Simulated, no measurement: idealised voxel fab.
This section sets out a process module, namely voxel double patterning.
Cross-sectional view cut (width: 170 nm; square cell size: 5 nm).
When this document writes out a cross-section, it uses a grid of square cells and lists it as bands, beginning at the top and moving down, with a band standing for one or more rows of cells. The entry gives the band's vertical extent as a top height and a bottom height in nm, then its horizontal make-up as materials from left to right, each with a width in nm. "blank" stands for empty space; a single material marked "edge to edge" fills the band edge to edge. It should be noted that heights are counted from 0, beneath which the wafer as supplied is of one material throughout, and that the lowest band possesses no lower boundary but continues downward, as written in "z 0 and below". The two numbers in a width such as "30..40" mark its ends across the band: the first belongs to the top row of cells, the second to the bottom row, and from each row to the next the width moves by the same amount. Basically "no modification" means that step didn't change any cell in the cross-section. Reported under the label "Enclosed cavity list" are the empty spaces having no open way to the top and comprising 8 cells or more; the notation for each is width x height at distance, in which the distance is measured from the left edge and all three values are in nm. after a step's settings: what the simulator itself notes on the step. When a step includes a mask, the "overlay nm" setting on its line states how far to the right of its planned place that mask lay, and negative values state how far to the left.

[These are the steps we planned for the process]
step 1: RECEIVE | material Si
step 2: CONFORMAL_DEP | material SiN | thk nm 10
step 3: DIRECTIONAL_DEP | material SiO2 | thk nm 15
step 4: DIRECTIONAL_DEP | material SiCN | thk nm 5
step 5: PATTERN | tone open | mask id FIRST | material resist | width nm 15 | pitch nm 50 | thk nm 15 | overlay nm 0
step 6: DIRECTIONAL_ETCH | etch materials SiCN | depth nm 5
step 7: STRIP | etch materials resist
step 8: DIRECTIONAL_DEP | material aC | thk nm 10
step 9: PATTERN | tone open | mask id SECOND | material resist | width nm 15 | thk nm 30 | overlay nm 0
step 10: DIRECTIONAL_ETCH | etch materials aC | depth nm 10
step 11: STRIP | etch materials resist
step 12: DIRECTIONAL_ETCH | etch materials SiCN | depth nm 5
step 13: STRIP | etch materials aC
step 14: DIRECTIONAL_ETCH | etch materials SiO2 | depth nm 15
step 15: STRIP | etch materials SiCN

[Cross-section of the wafer upon arrival, representing the state reached after step 1]
  z 0 and below | Si edge to edge
  Enclosed cavity list: none

[Module complete, cross-section. Starting point and plan per above. One mistake made in running the module]
  z 35 to 20 | SiO2 50 nm / blank 15 nm / SiO2 10 nm / blank 15 nm / SiO2 10 nm / blank 15 nm / SiO2 55 nm
  z 20 to 10 | SiO2 edge to edge
  z 10 to 0 | SiN edge to edge
  z 0 and below | Si edge to edge
  Enclosed cavity list: none
What was the processing mistake? step 3 was processed under conditions differing from the plan, specifically as DIRECTIONAL_DEP | material SiO2 | thk nm 25
